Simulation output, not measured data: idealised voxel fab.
The document below concerns the process module designated voxel ribs on slabs.
Displayed cross-section: cut, width of 275 nm, square cells sized 5 nm.
Cross-section layout: square cells on a grid; listed as bands, top to bottom; a band spans one or more cell rows.
Band entry format. Leading values: height of top, height of bottom, nm. Remainder: materials in left-to-right order, each with its width in nm. Special words: "all across" on a single material, which then fills the band edge to edge; "blank", empty space.
Heights from 0 (as-received wafer is one material below). Bottom band endless downward, as "0..down".
The notation "30 to 40" denotes a width that varies across the rows of cells in the band, beginning at the first number in the top row, finishing at the second number in the bottom row, and changing by an identical amount from each row to the next.
"no modification" means the step left every cell of the cross-section as it was.
The entry "Trapped void list" lists the empty spaces that cover at least 8 cells and have no open path to the top. Each is written as width x height at distance, where the distance is measured from the left edge and all three values are in nm.
If you see something after the settings on a step's line, that's the simulator's own remark about that step.
A step line may carry the setting "overlay nm", which, for steps involving a mask, states the distance by which the mask lay to the right of its intended position; negative values denote displacement to the left.

Intended process steps
1 RECEIVE | material Si
2 DIRECTIONAL_DEP | material SiO2 | thk nm 20
3 DIRECTIONAL_DEP | material polySi | thk nm 15
4 DIRECTIONAL_DEP | material aC | thk nm 15
5 PATTERN | tone cover | mask id RIB | material resist | width nm 15 | thk nm 30 | overlay nm 0
6 DIRECTIONAL_ETCH | etch materials aC | depth nm 15
7 STRIP | etch materials resist
8 DIRECTIONAL_ETCH | etch materials polySi | depth nm 10
9 STRIP | etch materials aC
10 MASKED_ETCH | tone cover | mask id SLAB | width nm 75 | etch materials polySi | depth nm 5 | overlay nm 0
11 FILL_DEP | material SiO2 | thk nm 15
12 CMP | height nm 45
13 DIRECTIONAL_DEP | material W | thk nm 10
14 MASKED_ETCH | tone cover | mask id HEATER | width nm 25 | etch materials W | depth nm 10 | overlay nm 0
15 CONFORMAL_DEP | material SiO2 | thk nm 5

First of two wafers, with the run carried out as planned

Shown in cross-section is the wafer as received, that is, as it stands after step 1
* 0..down: Si all across
* Trapped void list: none

The wafer in cross-section once step 2 is complete
* 20..0: SiO2 all across
* Whatever lies below 0 is exactly as it was before.

The wafer in cross-section once step 3 is complete
* 35..20: polySi all across
* Whatever lies below 20 is exactly as it was before.

The wafer in cross-section once step 4 is complete
* 50..35: aC all across
* Whatever lies below 35 is exactly as it was before.

The wafer in cross-section once step 5 is complete
* 80..50: 130 of blank  15 of resist  130 of blank
* Whatever lies below 50 is exactly as it was before.

The wafer in cross-section once step 6 is complete
* 65..50: 130 of blank  15 of resist  130 of blank
* 50..35: 130 of blank  15 of aC  130 of blank
* Whatever lies below 35 is exactly as it was before.

The wafer in cross-section once step 7 is complete
* 50..35: 130 of blank  15 of aC  130 of blank
* Whatever lies below 35 is exactly as it was before.

The wafer in cross-section once step 8 is complete
* 50..35: 130 of blank  15 of aC  130 of blank
* 35..25: 130 of blank  15 of polySi  130 of blank
* Whatever lies below 25 is exactly as it was before.

The wafer in cross-section once step 9 is complete
* 35..25: 130 of blank  15 of polySi  130 of blank
* Whatever lies below 25 is exactly as it was before.

The wafer in cross-section once step 10 is complete
* 35..25: 130 of blank  15 of polySi  130 of blank
* 25..20: 100 of blank  75 of polySi  100 of blank
* Whatever lies below 20 is exactly as it was before.

The wafer in cross-section once step 11 is complete
* 50..35: SiO2 all across
* 35..25: 130 of SiO2  15 of polySi  130 of SiO2
* 25..20: 100 of SiO2  75 of polySi  100 of SiO2
* Whatever lies below 20 is exactly as it was before.

The wafer in cross-section once step 12 is complete
* 45..35: SiO2 all across
* Whatever lies below 35 is exactly as it was before.

The wafer in cross-section once step 13 is complete
* 55..45: W all across
* Whatever lies below 45 is exactly as it was before.

The wafer in cross-section once step 14 is complete
* 55..45: 125 of blank  25 of W  125 of blank
* Whatever lies below 45 is exactly as it was before.

The wafer in cross-section once step 15 is complete
* 60..55: 120 of blank  35 of SiO2  120 of blank
* 55..50: 120 of blank  5 of SiO2  25 of W  5 of SiO2  120 of blank
* 50..45: 125 of SiO2  25 of W  125 of SiO2
* Whatever lies below 45 is exactly as it was before.

Okay, second wafer. Nothing different at the start, nothing different in the plan, just one mistake somewhere in the running. As far as step 1, counting that step, it's the first wafer all over again

The second wafer cut through, at the time step 2 was supposed to be finished
* 15..0: polySi all across
* Whatever lies below 0 is exactly as it was before.

The second wafer cut through, at the time step 3 was supposed to be finished
* 35..15: SiO2 all across
* Whatever lies below 15 is exactly as it was before.

The second wafer cut through, at the time step 4 was supposed to be finished
* 50..35: aC all across
* Whatever lies below 35 is exactly as it was before.

The second wafer cut through, at the time step 5 was supposed to be finished
* 80..50: 130 of blank  15 of resist  130 of blank
* Whatever lies below 50 is exactly as it was before.

The second wafer cut through, at the time step 6 was supposed to be finished
* 65..50: 130 of blank  15 of resist  130 of blank
* 50..35: 130 of blank  15 of aC  130 of blank
* Whatever lies below 35 is exactly as it was before.

The second wafer cut through, at the time step 7 was supposed to be finished
* 50..35: 130 of blank  15 of aC  130 of blank
* Whatever lies below 35 is exactly as it was before.

The second wafer cut through, at the time step 8 was supposed to be finished: no modification

The second wafer cut through, at the time step 9 was supposed to be finished
* 35..15: SiO2 all across
* Whatever lies below 15 is exactly as it was before.

The second wafer cut through, at the time step 10 was supposed to be finished: no modification

The second wafer cut through, at the time step 11 was supposed to be finished
* 50..15: SiO2 all across
* Whatever lies below 15 is exactly as it was before.

The second wafer cut through, at the time step 12 was supposed to be finished
* 45..15: SiO2 all across
* Whatever lies below 15 is exactly as it was before.

The second wafer cut through, at the time step 13 was supposed to be finished
* 55..45: W all across
* Whatever lies below 45 is exactly as it was before.

The second wafer cut through, at the time step 14 was supposed to be finished
* 55..45: 125 of blank  25 of W  125 of blank
* Whatever lies below 45 is exactly as it was before.

The second wafer cut through, at the time step 15 was supposed to be finished
* 60..55: 120 of blank  35 of SiO2  120 of blank
* 55..50: 120 of blank  5 of SiO2  25 of W  5 of SiO2  120 of blank
* 50..45: 125 of SiO2  25 of W  125 of SiO2
* Whatever lies below 45 is exactly as it was before.
Heads up, the wafer didn't run the way we planned it: steps 2 and 3 of the plan were each performed in the slot designated for the other
End of process, cell counts, second wafer against first, materials with more or fewer: -144 SiO2 | +144 polySi
